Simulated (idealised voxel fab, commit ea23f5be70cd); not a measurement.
The process module that follows is named voxel quadruple lines.
Displayed cross-section: cut, width of 185 nm, square cells sized 5 nm.
In this document a cross-section is written as a grid of square cells. It is given as a series of bands, listed from the top down, and a band is one or more rows of cells.
Within each band entry, the heights of the top and of the bottom of the band appear first, in that order and in nm; the materials of the band then follow from left to right, each with its corresponding width in nm. The designation "all across" on a single material indicates that it fills the band from edge to edge; the designation "blank" indicates empty space.
Heights are measured from 0, the level below which the as-received wafer is all one material; the lowest band has no bottom and continues downward, written as in "0 and below".
Per-row width for "30..40": begins at first number (top row of band), ends at second number (bottom row), increment between rows held constant.
You'll sometimes find "no change occurred" written for a step, and that's the way of saying that nowhere in the cross-section did a cell change during that step.
Voids not open to the top, 8 cells minimum: see "Closed internal cavities". Written width x height at distance; distance is from the left edge; nm.
Step line, after settings: the simulator's comment on this step.
The "overlay nm" setting may appear on a step's line; for a step that uses a mask, it gives how far to the right of its planned position the mask lay, and a negative value indicates the left.
# Process steps (planned)
step 1: RECEIVE with material Si
step 2: CONFORMAL_DEP with material SiO2, thk nm 5
step 3: DIRECTIONAL_DEP with material W, thk nm 10
step 4: DIRECTIONAL_DEP with material polySi, thk nm 20
step 5: DIRECTIONAL_DEP with material aC, thk nm 25
step 6: PATTERN with tone cover, mask id MANDREL, material resist, width nm 35, thk nm 35, overlay nm 0
step 7: DIRECTIONAL_ETCH with etch materials aC, depth nm 25
step 8: STRIP with etch materials resist
step 9: CONFORMAL_DEP with material SiO2, thk nm 15
step 10: DIRECTIONAL_ETCH with etch materials SiO2, depth nm 15
step 11: STRIP with etch materials aC
step 12: DIRECTIONAL_ETCH with etch materials polySi, depth nm 20
step 13: STRIP with etch materials SiO2
step 14: CONFORMAL_DEP with material SiN, thk nm 10
step 15: DIRECTIONAL_ETCH with etch materials SiN, depth nm 10
step 16: STRIP with etch materials polySi
step 17: DIRECTIONAL_ETCH with etch materials W, depth nm 10
step 18: STRIP with etch materials SiN
step 19: FILL_DEP with material SiO2, thk nm 5
step 20: CMP with height nm 15
# What follows covers the first of two wafers; it ran as planned
# This is the cross-section of the wafer as we received it, i.e. after step 1
    0 and below | Si all across
    Closed internal cavities: none
# You're looking at a cross-section of the wafer after step 2
    5 down to 0 | SiO2 all across
    Under the height 0 nothing was changed.
# You're looking at a cross-section of the wafer after step 3
    15 down to 5 | W all across
    Under the height 5 nothing was changed.
# You're looking at a cross-section of the wafer after step 4
    35 down to 15 | polySi all across
    Under the height 15 nothing was changed.
# You're looking at a cross-section of the wafer after step 5
    60 down to 35 | aC all across
    Under the height 35 nothing was changed.
# You're looking at a cross-section of the wafer after step 6
    95 down to 60 | 75 blank; 35 resist; 75 blank
    Under the height 60 nothing was changed.
# You're looking at a cross-section of the wafer after step 7
    70 down to 60 | 75 blank; 35 resist; 75 blank
    60 down to 35 | 75 blank; 35 aC; 75 blank
    Under the height 35 nothing was changed.
# You're looking at a cross-section of the wafer after step 8
    60 down to 35 | 75 blank; 35 aC; 75 blank
    Under the height 35 nothing was changed.
# You're looking at a cross-section of the wafer after step 9
    75 down to 60 | 60 blank; 65 SiO2; 60 blank
    60 down to 50 | 60 blank; 15 SiO2; 35 aC; 15 SiO2; 60 blank
    50 down to 35 | 75 SiO2; 35 aC; 75 SiO2
    Under the height 35 nothing was changed.
# You're looking at a cross-section of the wafer after step 10
    60 down to 35 | 60 blank; 15 SiO2; 35 aC; 15 SiO2; 60 blank
    Under the height 35 nothing was changed.
# You're looking at a cross-section of the wafer after step 11
    60 down to 35 | 60 blank; 15 SiO2; 35 blank; 15 SiO2; 60 blank
    Under the height 35 nothing was changed.
# You're looking at a cross-section of the wafer after step 12
    60 down to 35 | 60 blank; 15 SiO2; 35 blank; 15 SiO2; 60 blank
    35 down to 15 | 60 blank; 15 polySi; 35 blank; 15 polySi; 60 blank
    Under the height 15 nothing was changed.
# You're looking at a cross-section of the wafer after step 13
    35 down to 15 | 60 blank; 15 polySi; 35 blank; 15 polySi; 60 blank
    Under the height 15 nothing was changed.
# You're looking at a cross-section of the wafer after step 14
    45 down to 35 | 50 blank; 35 SiN; 15 blank; 35 SiN; 50 blank
    35 down to 25 | 50 blank; 10 SiN; 15 polySi; 10 SiN; 15 blank; 10 SiN; 15 polySi; 10 SiN; 50 blank
    25 down to 15 | 60 SiN; 15 polySi; 35 SiN; 15 polySi; 60 SiN
    Under the height 15 nothing was changed.
# You're looking at a cross-section of the wafer after step 15
    35 down to 15 | 50 blank; 10 SiN; 15 polySi; 10 SiN; 15 blank; 10 SiN; 15 polySi; 10 SiN; 50 blank
    Under the height 15 nothing was changed.
# You're looking at a cross-section of the wafer after step 16
    35 down to 15 | 50 blank; 10 SiN; 15 blank; 10 SiN; 15 blank; 10 SiN; 15 blank; 10 SiN; 50 blank
    Under the height 15 nothing was changed.
# You're looking at a cross-section of the wafer after step 17
    35 down to 15 | 50 blank; 10 SiN; 15 blank; 10 SiN; 15 blank; 10 SiN; 15 blank; 10 SiN; 50 blank
    15 down to 5 | 50 blank; 10 W; 15 blank; 10 W; 15 blank; 10 W; 15 blank; 10 W; 50 blank
    Under the height 5 nothing was changed.
# You're looking at a cross-section of the wafer after step 18
    15 down to 5 | 50 blank; 10 W; 15 blank; 10 W; 15 blank; 10 W; 15 blank; 10 W; 50 blank
    Under the height 5 nothing was changed.
# You're looking at a cross-section of the wafer after step 19
    20 down to 15 | SiO2 all across
    15 down to 5 | 50 SiO2; 10 W; 15 SiO2; 10 W; 15 SiO2; 10 W; 15 SiO2; 10 W; 50 SiO2
    Under the height 5 nothing was changed.
# You're looking at a cross-section of the wafer after step 20
    15 down to 5 | 50 SiO2; 10 W; 15 SiO2; 10 W; 15 SiO2; 10 W; 15 SiO2; 10 W; 50 SiO2
    Under the height 5 nothing was changed.
# Second Wafer (Identical Start and Plan, One Processing Error; Matches First Wafer Through Step 5)
# when step 6 should have ended
    95 down to 60 | 80 blank; 25 resist; 80 blank
    Under the height 60 nothing was changed.
# when step 7 should have ended
    70 down to 60 | 80 blank; 25 resist; 80 blank
    60 down to 35 | 80 blank; 25 aC; 80 blank
    Under the height 35 nothing was changed.
# when step 8 should have ended
    60 down to 35 | 80 blank; 25 aC; 80 blank
    Under the height 35 nothing was changed.
# when step 9 should have ended
    75 down to 60 | 65 blank; 55 SiO2; 65 blank
    60 down to 50 | 65 blank; 15 SiO2; 25 aC; 15 SiO2; 65 blank
    50 down to 35 | 80 SiO2; 25 aC; 80 SiO2
    Under the height 35 nothing was changed.
# when step 10 should have ended
    60 down to 35 | 65 blank; 15 SiO2; 25 aC; 15 SiO2; 65 blank
    Under the height 35 nothing was changed.
# when step 11 should have ended
    60 down to 35 | 65 blank; 15 SiO2; 25 blank; 15 SiO2; 65 blank
    Under the height 35 nothing was changed.
# when step 12 should have ended
    60 down to 35 | 65 blank; 15 SiO2; 25 blank; 15 SiO2; 65 blank
    35 down to 15 | 65 blank; 15 polySi; 25 blank; 15 polySi; 65 blank
    Under the height 15 nothing was changed.
# when step 13 should have ended
    35 down to 15 | 65 blank; 15 polySi; 25 blank; 15 polySi; 65 blank
    Under the height 15 nothing was changed.
# when step 14 should have ended
    45 down to 35 | 55 blank; 35 SiN; 5 blank; 35 SiN; 55 blank
    35 down to 25 | 55 blank; 10 SiN; 15 polySi; 10 SiN; 5 blank; 10 SiN; 15 polySi; 10 SiN; 55 blank
    25 down to 15 | 65 SiN; 15 polySi; 25 SiN; 15 polySi; 65 SiN
    Under the height 15 nothing was changed.
# when step 15 should have ended
    35 down to 15 | 55 blank; 10 SiN; 15 polySi; 10 SiN; 5 blank; 10 SiN; 15 polySi; 10 SiN; 55 blank
    Under the height 15 nothing was changed.
# when step 16 should have ended
    35 down to 15 | 55 blank; 10 SiN; 15 blank; 10 SiN; 5 blank; 10 SiN; 15 blank; 10 SiN; 55 blank
    Under the height 15 nothing was changed.
# when step 17 should have ended
    35 down to 15 | 55 blank; 10 SiN; 15 blank; 10 SiN; 5 blank; 10 SiN; 15 blank; 10 SiN; 55 blank
    15 down to 5 | 55 blank; 10 W; 15 blank; 10 W; 5 blank; 10 W; 15 blank; 10 W; 55 blank
    Under the height 5 nothing was changed.
# when step 18 should have ended
    15 down to 5 | 55 blank; 10 W; 15 blank; 10 W; 5 blank; 10 W; 15 blank; 10 W; 55 blank
    Under the height 5 nothing was changed.
# when step 19 should have ended
    20 down to 15 | SiO2 all across
    15 down to 5 | 55 SiO2; 10 W; 15 SiO2; 10 W; 5 SiO2; 10 W; 15 SiO2; 10 W; 55 SiO2
    Under the height 5 nothing was changed.
# when step 20 should have ended
    15 down to 5 | 55 SiO2; 10 W; 15 SiO2; 10 W; 5 SiO2; 10 W; 15 SiO2; 10 W; 55 SiO2
    Under the height 5 nothing was changed.
It is concluded that the wafer was processed incorrectly with respect to the plan, in that in deviation from the planned setting, step 6 was conducted as PATTERN with tone cover, mask id MANDREL, material resist, width nm 25, thk nm 35, overlay nm 0
At the close, every material occupies the same number of cells on the second wafer as on the first, only in different positions.
